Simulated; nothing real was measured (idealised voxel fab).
process module | voxel air gaps
cross-section cut | 210 nm wide | cells 5 nm
A cross-section is a grid of square cells, given in bands from the top down. A band is one or more rows of cells.
Each band's line starts with the height of the band's top and of its bottom, in nm. Then come its materials from left to right, each with its width in nm. One material with "throughout" fills the band from edge to edge. "air" is empty space.
Height 0 is the level under which the wafer as received is all one material. The lowest band goes on downwards, as in "0 down".
A width such as "30 to 40" changes by the same amount from each row of cells to the next, from the band's top row to its bottom row.
"no change" after a step means that no cell of the cross-section changed.
closed voids: empty space of 8 cells or more with no open way to the top, each as width x height at its distance from the left edge, in nm
after a step's settings: what the simulator itself notes on the step
overlay nm, on a step with a mask: how far to the right of its planned place the mask lay; to the left if negative
plan
1 op RECEIVE | material Si
2 op CONFORMAL_DEP | material SiO2 | thk nm 10
3 op CONFORMAL_DEP | material SiN | thk nm 5
4 op DIRECTIONAL_DEP | material lowk | thk nm 40
5 op PATTERN | tone open | mask id LINES | material resist | width nm 15 | pitch nm 40 | thk nm 15 | overlay nm -15
6 op DIRECTIONAL_ETCH | etch materials lowk | depth nm 40
7 op STRIP | etch materials resist
8 op CONFORMAL_DEP | material TiN | thk nm 5
9 op FILL_DEP | material Ru | thk nm 10
10 op CMP | height nm 55
11 op EPI | material Ru | thk nm 10
12 op SELECTIVE_ETCH | etch materials lowk | depth nm 50
13 op CONFORMAL_DEP | material SiCN | thk nm 5
varied across the wafers: overlay nm of step 5. The plan shows the first wafer's value. All wafers start alike
first wafer as received, after step 1
  0 down: Si throughout
  closed voids: none
first wafer at the end, after step 13
  70 to 65: air 25 | SiCN 125 | air 60
  65 to 55: air 25 | SiCN 5 | Ru 35 | SiCN 5 | Ru 35 | SiCN 5 | Ru 35 | SiCN 5 | air 60
  55 to 50: air 25 | SiCN 15 | TiN 5 | Ru 5 | TiN 5 | SiCN 25 | TiN 5 | Ru 5 | TiN 5 | SiCN 25 | TiN 5 | Ru 5 | TiN 5 | SiCN 15 | air 60
  50 to 20: air 35 | SiCN 5 | TiN 5 | Ru 5 | TiN 5 | SiCN 5 | air 15 | SiCN 5 | TiN 5 | Ru 5 | TiN 5 | SiCN 5 | air 15 | SiCN 5 | TiN 5 | Ru 5 | TiN 5 | SiCN 5 | air 70
  20 to 15: SiCN 40 | TiN 15 | SiCN 25 | TiN 15 | SiCN 25 | TiN 15 | SiCN 75
  15 to 10: SiN throughout
  10 to 0: SiO2 throughout
  0 down: Si throughout
  closed voids: 15 x 30 at 60; 15 x 30 at 100
last wafer at the end
  70 to 65: air 55 | SiCN 125 | air 30
  65 to 55: air 55 | SiCN 5 | Ru 35 | SiCN 5 | Ru 35 | SiCN 5 | Ru 35 | SiCN 5 | air 30
  55 to 50: air 55 | SiCN 15 | TiN 5 | Ru 5 | TiN 5 | SiCN 25 | TiN 5 | Ru 5 | TiN 5 | SiCN 25 | TiN 5 | Ru 5 | TiN 5 | SiCN 15 | air 30
  50 to 20: air 65 | SiCN 5 | TiN 5 | Ru 5 | TiN 5 | SiCN 5 | air 15 | SiCN 5 | TiN 5 | Ru 5 | TiN 5 | SiCN 5 | air 15 | SiCN 5 | TiN 5 | Ru 5 | TiN 5 | SiCN 5 | air 40
  20 to 15: SiCN 70 | TiN 15 | SiCN 25 | TiN 15 | SiCN 25 | TiN 15 | SiCN 45
  15 to 10: SiN throughout
  10 to 0: SiO2 throughout
  0 down: Si throughout
  closed voids: 15 x 30 at 90; 15 x 30 at 130
each wafer at the end: cells of each material gained (+) or lost (-) since it was received, then its closed voids
overlay nm -15 | +63 Ru | +118 SiCN | +42 SiN | +84 SiO2 | +51 TiN | closed voids: 15 x 30 at 60; 15 x 30 at 100
overlay nm -10 | +63 Ru | +118 SiCN | +42 SiN | +84 SiO2 | +51 TiN | closed voids: 15 x 30 at 65; 15 x 30 at 105
overlay nm -5 | +63 Ru | +118 SiCN | +42 SiN | +84 SiO2 | +51 TiN | closed voids: 15 x 30 at 70; 15 x 30 at 110
overlay nm 0 | +63 Ru | +118 SiCN | +42 SiN | +84 SiO2 | +51 TiN | closed voids: 15 x 30 at 75; 15 x 30 at 115
overlay nm 5 | +63 Ru | +118 SiCN | +42 SiN | +84 SiO2 | +51 TiN | closed voids: 15 x 30 at 80; 15 x 30 at 120
overlay nm 10 | +63 Ru | +118 SiCN | +42 SiN | +84 SiO2 | +51 TiN | closed voids: 15 x 30 at 85; 15 x 30 at 125
overlay nm 15 | +63 Ru | +118 SiCN | +42 SiN | +84 SiO2 | +51 TiN | closed voids: 15 x 30 at 90; 15 x 30 at 130
